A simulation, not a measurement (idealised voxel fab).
process module | voxel capacitor over wiring
cross-section cut | 190 nm wide | cells 5 nm
A cross-section is a grid of square cells, given in bands from the top down. A band is one or more rows of cells.
Each band's line starts with the height of the band's top and of its bottom, in nm. Then come its materials from left to right, each with its width in nm. One material with "throughout" fills the band from edge to edge. "air" is empty space.
Height 0 is the level under which the wafer as received is all one material. The lowest band goes on downwards, as in "0 down".
A width such as "30 to 40" changes by the same amount from each row of cells to the next, from the band's top row to its bottom row.
"no change" after a step means that no cell of the cross-section changed.
closed voids: empty space of 8 cells or more with no open way to the top, each as width x height at its distance from the left edge, in nm
after a step's settings: what the simulator itself notes on the step
overlay nm, on a step with a mask: how far to the right of its planned place the mask lay; to the left if negative
plan
1 op RECEIVE | material Si
2 op CONFORMAL_DEP | material SiO2 | thk nm 10
3 op DIRECTIONAL_DEP | material TiN | thk nm 5
4 op DIRECTIONAL_DEP | material W | thk nm 25
5 op DIRECTIONAL_DEP | material aC | thk nm 10
6 op PATTERN | tone cover | mask id METAL_1 | material resist | width nm 20 | pitch nm 75 | thk nm 30 | overlay nm 0
7 op DIRECTIONAL_ETCH | etch materials aC | depth nm 10
8 op STRIP | etch materials resist
9 op DIRECTIONAL_ETCH | etch materials W | depth nm 25
10 op DIRECTIONAL_ETCH | etch materials TiN | depth nm 5
11 op STRIP | etch materials aC
12 op FILL_DEP | material lowk | thk nm 10
13 op CMP | height nm 40
14 op CONFORMAL_DEP | material SiCN | thk nm 5
15 op DIRECTIONAL_DEP | material lowk | thk nm 15
16 op MASKED_ETCH | tone open | mask id PLUG_1 | width nm 15 | etch materials lowk | depth nm 15 | overlay nm 0
17 op MASKED_ETCH | tone open | mask id PLUG_1 | width nm 15 | etch materials SiCN | depth nm 5 | overlay nm -15
18 op CONFORMAL_DEP | material TiN | thk nm 5
19 op FILL_DEP | material Cu | thk nm 5
20 op CMP | height nm 60
21 op DIRECTIONAL_DEP | material TiN | thk nm 10
22 op DIRECTIONAL_DEP | material SiN | thk nm 5
23 op DIRECTIONAL_DEP | material TiN | thk nm 10
24 op PATTERN | tone cover | mask id UPPER_PLATE | material resist | width nm 60 | thk nm 15 | overlay nm 0
25 op DIRECTIONAL_ETCH | etch materials TiN | depth nm 10
26 op DIRECTIONAL_ETCH | etch materials SiN | depth nm 5
27 op STRIP | etch materials resist
28 op PATTERN | tone cover | mask id LOWER_PLATE | material resist | width nm 70 | thk nm 15 | overlay nm 0
29 op DIRECTIONAL_ETCH | etch materials TiN | depth nm 10
30 op STRIP | etch materials resist
31 op FILL_DEP | material SiO2 | thk nm 20
32 op CMP | height nm 100
33 op MASKED_ETCH | tone open | mask id PLUG_2 | width nm 15 | etch materials SiO2 | depth nm 15 | overlay nm 0
34 op CONFORMAL_DEP | material TiN | thk nm 5
35 op FILL_DEP | material Cu | thk nm 10
36 op CMP | height nm 100
37 op CONFORMAL_DEP | material SiCN | thk nm 5
varied across the wafers: overlay nm of step 17. The plan shows the first wafer's value. All wafers start alike
first wafer as received, after step 1
  0 down: Si throughout
  closed voids: none
first wafer at the end, after step 37
  105 to 100: SiCN throughout
  100 to 90: SiO2 60 | TiN 5 | Cu 5 | TiN 5 | SiO2 115
  90 to 85: SiO2 60 | TiN 15 | SiO2 115
  85 to 75: SiO2 50 | TiN 60 | SiO2 80
  75 to 70: SiO2 50 | SiN 60 | SiO2 80
  70 to 60: SiO2 45 | TiN 70 | SiO2 75
  60 to 50: lowk 50 | TiN 5 | Cu 5 | TiN 5 | lowk 125
  50 to 45: lowk 50 | TiN 15 | lowk 125
  45 to 40: SiCN throughout
  40 to 15: lowk 45 | W 20 | lowk 55 | W 20 | lowk 50
  15 to 10: lowk 45 | TiN 20 | lowk 55 | TiN 20 | lowk 50
  10 to 0: SiO2 throughout
  0 down: Si throughout
  closed voids: none
last wafer at the end
  105 to 100: SiCN throughout
  100 to 90: SiO2 60 | TiN 5 | Cu 5 | TiN 5 | SiO2 115
  90 to 85: SiO2 60 | TiN 15 | SiO2 115
  85 to 75: SiO2 50 | TiN 60 | SiO2 80
  75 to 70: SiO2 50 | SiN 60 | SiO2 80
  70 to 60: SiO2 45 | TiN 70 | SiO2 75
  60 to 50: lowk 50 | TiN 5 | Cu 5 | TiN 5 | lowk 125
  50 to 45: lowk 50 | TiN 15 | lowk 125
  45 to 40: SiCN throughout
  40 to 15: lowk 45 | W 20 | lowk 55 | W 20 | lowk 50
  15 to 10: lowk 45 | TiN 20 | lowk 55 | TiN 20 | lowk 50
  10 to 0: SiO2 throughout
  0 down: Si throughout
  closed voids: none
each wafer at the end: cells of each material gained (+) or lost (-) since it was received, then its closed voids
overlay nm -15 | +4 Cu | +76 SiCN | +12 SiN | +307 SiO2 | +74 TiN | +40 W | +285 lowk | closed voids: none
overlay nm -10 | +4 Cu | +75 SiCN | +12 SiN | +307 SiO2 | +75 TiN | +40 W | +285 lowk | closed voids: none
overlay nm -5 | +4 Cu | +74 SiCN | +12 SiN | +307 SiO2 | +76 TiN | +40 W | +285 lowk | closed voids: none
overlay nm 0 | +5 Cu | +73 SiCN | +12 SiN | +307 SiO2 | +76 TiN | +40 W | +285 lowk | closed voids: none
overlay nm 5 | +4 Cu | +74 SiCN | +12 SiN | +307 SiO2 | +76 TiN | +40 W | +285 lowk | closed voids: none
overlay nm 10 | +4 Cu | +75 SiCN | +12 SiN | +307 SiO2 | +75 TiN | +40 W | +285 lowk | closed voids: none
overlay nm 15 | +4 Cu | +76 SiCN | +12 SiN | +307 SiO2 | +74 TiN | +40 W | +285 lowk | closed voids: none
